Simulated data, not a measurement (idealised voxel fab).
The document below concerns the process module designated voxel ribs on slabs.
We display cut, a cross-section 250 nm in width whose square cells are each 5 nm.
When this document writes out a cross-section, it uses a grid of square cells and lists it as bands, beginning at the top and moving down, with a band standing for one or more rows of cells.
Read a band's entry like this: the first values are the height of its top and the height of its bottom in nm, and what follows is the sequence of materials from left to right, each with its width in nm. Note that "blank" is empty space, and that a single material marked "edge to edge" reaches across the band from edge to edge.
Height is counted from the level 0, under which the received wafer is composed throughout of one material. The lowest of the bands is not closed at the bottom but continues downward, in the notation "0 down".
With a width like "30..40", each row of cells in the band differs from the next by the same amount, the top row carrying the first number and the bottom row the second.
It should be understood that the words "no modifications", when stated for a given step, signify that the cross-section underwent no change in any of its cells during that step.
Look at "Closed voids list" for the closed voids: empty spaces with no open path to the top, sized 8 cells or up. Each is width x height at distance, distance from the left edge, all nm.
On each step's line, the part that comes after the settings is the simulator's own comment on the step.
Steps that use a mask can have "overlay nm" on their line. It says how far the mask sat to the right of where it was meant to be. Negative means to the left.
# This section lists the process steps that were planned
1,RECEIVE | material Si
2,DIRECTIONAL_DEP | material SiO2 | thk nm 25
3,DIRECTIONAL_DEP | material polySi | thk nm 15
4,PATTERN | tone cover | mask id RIB | material resist | width nm 30 | thk nm 20 | overlay nm 0
5,DIRECTIONAL_ETCH | etch materials polySi | depth nm 10
6,STRIP | etch materials resist
7,MASKED_ETCH | tone cover | mask id SLAB | width nm 90 | etch materials polySi | depth nm 5 | overlay nm 0
8,FILL_DEP | material SiO2 | thk nm 25
9,CMP | height nm 60
10,DIRECTIONAL_DEP | material TiN | thk nm 5
11,MASKED_ETCH | tone cover | mask id HEATER | width nm 40 | etch materials TiN | depth nm 5 | overlay nm 0
12,CONFORMAL_DEP | material SiO2 | thk nm 10
# Incoming wafer in cross-section (state: after step 1)
* 0 down  Si edge to edge
* Closed voids list: none
# Figure: cross-sectional view of the wafer upon completion of the module, processed from the initial state and according to the plan depicted above, with one error introduced during execution
* 75 to 70  blank 95 nm  SiO2 60 nm  blank 95 nm
* 70 to 65  SiO2 edge to edge
* 65 to 60  SiO2 105 nm  TiN 40 nm  SiO2 105 nm
* 60 to 40  SiO2 edge to edge
* 40 to 30  SiO2 100 nm  polySi 30 nm  SiO2 120 nm
* 30 to 25  SiO2 80 nm  polySi 90 nm  SiO2 80 nm
* 25 to 0  SiO2 edge to edge
* 0 down  Si edge to edge
* Closed voids list: none
So what did we get wrong on this run? step 4 was not run as planned; what actually ran was PATTERN | tone cover | mask id RIB | material resist | width nm 30 | thk nm 20 | overlay nm -10
